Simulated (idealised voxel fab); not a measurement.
Herein follows the process module entitled voxel tone inversion.
230 nm wide, 5 nm square cells: that's cross-section cut.
In what follows, cross-sections appear as grids of square cells, described through bands that run from the top down, where every band is one or more rows of cells. Quick guide to a band line: top height, bottom height (nm) up front; then every material left to right with its width in nm. Only one material and it's marked "throughout"? Then it fills the band edge to edge. And "empty" just means empty space. Where do heights start? At 0: under that level the wafer as delivered is made of one material only. And the lowest band has no floor; it just carries on downward, as in "0 nm and below". Width spec "30 to 40" -> top row of cells at first value, bottom row at second value, equal per-row change in between. Reading "remained unchanged" for a step: not a cell of the cross-section changed in it. "Closed empty spaces" specifies each empty space that is not open to the top and that occupies no fewer than 8 cells, using the form width x height at distance, the distance measured from the left edge and all three quantities in nm. What comes after the settings on a step's line is commentary from the simulator itself on that step. overlay nm: mask offset rightward from planned place, masked step; negative means leftward offset.
**These are the steps we planned for the process**
step 1: RECEIVE (material Si)
step 2: CONFORMAL_DEP (material SiN; thk nm 10)
step 3: DIRECTIONAL_DEP (material aC; thk nm 25)
step 4: PATTERN (tone cover; mask id POSTS; material resist; width nm 20; pitch nm 35; thk nm 35; overlay nm 0)
step 5: DIRECTIONAL_ETCH (etch materials aC; depth nm 25)
step 6: STRIP (etch materials resist)
step 7: FILL_DEP (material lowk; thk nm 10)
step 8: CMP (height nm 35)
step 9: STRIP (etch materials aC)
**Incoming wafer in cross-section (state: after step 1)**
> 0 nm and below = Si throughout
> Closed empty spaces: none
**Starting structure and process plan are as shown above, but one mistake was made in running the module; the wafer cross-section at the end of the module follows**
> 35 nm to 10 nm = 70 empty | 20 lowk | 15 empty | 20 lowk | 15 empty | 20 lowk | 70 empty
> 10 nm to 0 nm = SiN throughout
> 0 nm and below = Si throughout
> Closed empty spaces: none
Want to know what went wrong? for step 4, the planned setting was not used; the step was instead run as PATTERN (tone open; mask id POSTS; material resist; width nm 20; pitch nm 35; thk nm 35; overlay nm 0)
